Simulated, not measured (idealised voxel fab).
A process module follows: voxel ribs on slabs.
Square cell edge 5 nm, section width 155 nm, ID cut.
In what follows, cross-sections appear as grids of square cells, described through bands that run from the top down, where every band is one or more rows of cells.
Look at the band entry: it leads with the top's height and the bottom's height in nm. Then it lists the materials left to right, with a width in nm for each. The word "all across" on a single material says that material fills the band edge to edge. The word "air" is empty space.
Ref level 0: as-received wafer is one material below here. Bottom band extends down with no lower bound ("top 0, no bottom").
A two-number width, for instance "30 to 40", indicates that the width is equal to the first number in the top row of the band and to the second number in the bottom row, and that it changes by a constant amount per row of cells.
"no modification", as given for a step, is the statement that not any cell of the cross-section underwent a change during that step.
"Closed internal voids" contains a list of empty spaces, each no smaller than 8 cells and without an open way to the top, written in the form width x height at distance with the distance from the left edge and all three in nm.
The remark found on a step's line after its settings is issued by the simulator itself and pertains to that step.
Steps that use a mask can have "overlay nm" on their line. It says how far the mask sat to the right of where it was meant to be. Negative means to the left.

**This section lists the process steps that were planned**
- 1: RECEIVE [material Si]
- 2: DIRECTIONAL_DEP [material SiO2] [thk nm 30]
- 3: DIRECTIONAL_DEP [material polySi] [thk nm 20]
- 4: PATTERN [tone cover] [mask id RIB] [material resist] [width nm 15] [thk nm 15] [overlay nm 0]
- 5: DIRECTIONAL_ETCH [etch materials polySi] [depth nm 10]
- 6: STRIP [etch materials resist]
- 7: DIRECTIONAL_DEP [material aC] [thk nm 15]
- 8: PATTERN [tone cover] [mask id SLAB] [material resist] [width nm 75] [thk nm 35] [overlay nm 0]
- 9: DIRECTIONAL_ETCH [etch materials aC] [depth nm 15]
- 10: STRIP [etch materials resist]
- 11: DIRECTIONAL_ETCH [etch materials polySi] [depth nm 10]
- 12: STRIP [etch materials aC]
- 13: FILL_DEP [material SiO2] [thk nm 25]
- 14: CMP [height nm 65]
- 15: DIRECTIONAL_DEP [material W] [thk nm 10]
- 16: PATTERN [tone cover] [mask id HEATER] [material resist] [width nm 25] [thk nm 15] [overlay nm 0]
- 17: DIRECTIONAL_ETCH [etch materials W] [depth nm 10]
- 18: STRIP [etch materials resist]
- 19: CONFORMAL_DEP [material SiO2] [thk nm 5]

**The first wafer of two, processed as planned**

**Cross-section, incoming material, after step 1**
> top 0, no bottom | Si all across
> Closed internal voids: none

**Upon completion of step 2, the wafer appears in cross-section as shown**
> top 30, bottom 0 | SiO2 all across
> No changes below 0.

**Upon completion of step 3, the wafer appears in cross-section as shown**
> top 50, bottom 30 | polySi all across
> No changes below 30.

**Upon completion of step 4, the wafer appears in cross-section as shown**
> top 65, bottom 50 | 70 air, then 15 resist, then 70 air
> No changes below 50.

**Upon completion of step 5, the wafer appears in cross-section as shown**
> top 65, bottom 50 | 70 air, then 15 resist, then 70 air
> top 50, bottom 40 | 70 air, then 15 polySi, then 70 air
> No changes below 40.

**Upon completion of step 6, the wafer appears in cross-section as shown**
> top 50, bottom 40 | 70 air, then 15 polySi, then 70 air
> No changes below 40.

**Upon completion of step 7, the wafer appears in cross-section as shown**
> top 65, bottom 55 | 70 air, then 15 aC, then 70 air
> top 55, bottom 50 | aC all across
> top 50, bottom 40 | 70 aC, then 15 polySi, then 70 aC
> No changes below 40.

**Upon completion of step 8, the wafer appears in cross-section as shown**
> top 100, bottom 65 | 40 air, then 75 resist, then 40 air
> top 65, bottom 55 | 40 air, then 30 resist, then 15 aC, then 30 resist, then 40 air
> No changes below 55.

**Upon completion of step 9, the wafer appears in cross-section as shown**
> top 85, bottom 65 | 40 air, then 75 resist, then 40 air
> top 65, bottom 55 | 40 air, then 30 resist, then 15 aC, then 30 resist, then 40 air
> top 55, bottom 50 | 40 air, then 75 aC, then 40 air
> top 50, bottom 40 | 40 air, then 30 aC, then 15 polySi, then 30 aC, then 40 air
> No changes below 40.

**Upon completion of step 10, the wafer appears in cross-section as shown**
> top 65, bottom 55 | 70 air, then 15 aC, then 70 air
> No changes below 55.

**Upon completion of step 11, the wafer appears in cross-section as shown**
> top 65, bottom 55 | 70 air, then 15 aC, then 70 air
> top 55, bottom 50 | 40 air, then 75 aC, then 40 air
> top 50, bottom 40 | 40 air, then 30 aC, then 15 polySi, then 30 aC, then 40 air
> top 40, bottom 30 | 40 air, then 75 polySi, then 40 air
> No changes below 30.

**Upon completion of step 12, the wafer appears in cross-section as shown**
> top 50, bottom 40 | 70 air, then 15 polySi, then 70 air
> No changes below 40.

**Upon completion of step 13, the wafer appears in cross-section as shown**
> top 75, bottom 50 | SiO2 all across
> top 50, bottom 40 | 70 SiO2, then 15 polySi, then 70 SiO2
> top 40, bottom 30 | 40 SiO2, then 75 polySi, then 40 SiO2
> No changes below 30.

**Upon completion of step 14, the wafer appears in cross-section as shown**
> top 65, bottom 50 | SiO2 all across
> No changes below 50.

**Upon completion of step 15, the wafer appears in cross-section as shown**
> top 75, bottom 65 | W all across
> No changes below 65.

**Upon completion of step 16, the wafer appears in cross-section as shown**
> top 90, bottom 75 | 65 air, then 25 resist, then 65 air
> No changes below 75.

**Upon completion of step 17, the wafer appears in cross-section as shown**
> top 90, bottom 75 | 65 air, then 25 resist, then 65 air
> top 75, bottom 65 | 65 air, then 25 W, then 65 air
> No changes below 65.

**Upon completion of step 18, the wafer appears in cross-section as shown**
> top 75, bottom 65 | 65 air, then 25 W, then 65 air
> No changes below 65.

**Upon completion of step 19, the wafer appears in cross-section as shown**
> top 80, bottom 75 | 60 air, then 35 SiO2, then 60 air
> top 75, bottom 70 | 60 air, then 5 SiO2, then 25 W, then 5 SiO2, then 60 air
> top 70, bottom 65 | 65 SiO2, then 25 W, then 65 SiO2
> No changes below 65.

**The Second Wafer: Common Origin and Plan, One Mistake in Execution, Identical to the First Through Step 14**

**X-section, second wafer, when step 15 was due to finish**
> top 80, bottom 65 | W all across
> No changes below 65.

**X-section, second wafer, when step 16 was due to finish**
> top 95, bottom 80 | 65 air, then 25 resist, then 65 air
> No changes below 80.

**X-section, second wafer, when step 17 was due to finish**
> top 95, bottom 80 | 65 air, then 25 resist, then 65 air
> top 80, bottom 70 | 65 air, then 25 W, then 65 air
> No changes below 70.

**X-section, second wafer, when step 18 was due to finish**
> top 80, bottom 70 | 65 air, then 25 W, then 65 air
> No changes below 70.

**X-section, second wafer, when step 19 was due to finish**
> top 85, bottom 80 | 60 air, then 35 SiO2, then 60 air
> top 80, bottom 75 | 60 air, then 5 SiO2, then 25 W, then 5 SiO2, then 60 air
> top 75, bottom 70 | 65 SiO2, then 25 W, then 65 SiO2
> No changes below 70.
Deviation noted in wafer processing: step 15 did not happen as planned, as run it was DIRECTIONAL_DEP [material W] [thk nm 15]
Final wafer comparison in cells, second versus first, more or fewer per material: 31 more of W
